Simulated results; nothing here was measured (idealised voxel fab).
Title: Process Module voxel plated lines
Cross-section cut spans 225 nm and uses square cells 5 nm in size.
A cross-section is written here as square cells arranged in a grid, and it is given in bands from the top down, each band taking up one or more rows of cells.
It is stipulated that each band's entry specify, in nanometres, the height of the top of the band and then that of its bottom, followed by the materials of the band in left-to-right sequence, each together with its width in nanometres. A single material marked by the word "edge to edge" is understood to fill the band from edge to edge; the word "air" is understood to denote empty space.
Measure heights from 0. That's the level where, below it, the as-received wafer is all one material. The lowest band is bottomless and extends downward; write it as in "from 0 down".
When a width is written as two numbers, as in "30..40", the first number is the width in the top row of cells of the band and the second is the width in its bottom row, and the width changes by the same amount from each row to the next.
Any step labelled "all unchanged" changed none of the cells in the cross-section.
For the entry "Enclosed void listing", the listed items are empty spaces with no open way to the top whose size is 8 cells or more; each item follows the pattern width x height at distance, where distance is from the left edge and all three are in nm.
Post-settings text on a step line: simulator's own remark regarding the step.
What "overlay nm" on a step's line means: if the step has a mask, that mask lay this far to the right of its planned place, or, when the value is negative, to the left.
The following list gives the planned process steps
1) RECEIVE [material Si]
2) CONFORMAL_DEP [material Al2O3] [thk nm 5]
3) DIRECTIONAL_DEP [material TiN] [thk nm 5]
4) PATTERN [tone open] [mask id LINES] [material resist] [width nm 20] [pitch nm 45] [thk nm 30] [overlay nm 0]
5) EPI [material Ru] [thk nm 5]
6) EPI [material Ru] [thk nm 5]
7) STRIP [etch materials resist]
8) DIRECTIONAL_ETCH [etch materials TiN] [depth nm 5]
9) CONFORMAL_DEP [material SiN] [thk nm 10]
As-received state of the wafer in cross-section, equivalent to post-step 1
	from 0 down: Si edge to edge
	Enclosed void listing: none
Module complete - cross-section of the first of two wafers, run according to plan
	from 30 to 20: air: 70; SiN: 40; air: 5; SiN: 40; air: 70
	from 20 to 15: air: 70; SiN: 10; Ru: 20; SiN: 10; air: 5; SiN: 10; Ru: 20; SiN: 10; air: 70
	from 15 to 10: SiN: 80; Ru: 20; SiN: 25; Ru: 20; SiN: 80
	from 10 to 5: SiN: 80; TiN: 20; SiN: 25; TiN: 20; SiN: 80
	from 5 to 0: Al2O3 edge to edge
	from 0 down: Si edge to edge
	Enclosed void listing: none
Here's the second of our two wafers sectioned at module end. Same start as the first, same plan, but one mistake got made running it
	from 25 to 15: air: 70; SiN: 40; air: 5; SiN: 40; air: 70
	from 15 to 10: SiN: 80; Ru: 20; SiN: 25; Ru: 20; SiN: 80
	from 10 to 5: SiN: 80; TiN: 20; SiN: 25; TiN: 20; SiN: 80
	from 5 to 0: Al2O3 edge to edge
	from 0 down: Si edge to edge
	Enclosed void listing: none
Finding, execution versus plan: of the identical steps 5 and 6, one was left out, though there is no way to say which
FYI, end of process, the second wafer has more or fewer cells of some materials than the first: -8 Ru | -8 SiN
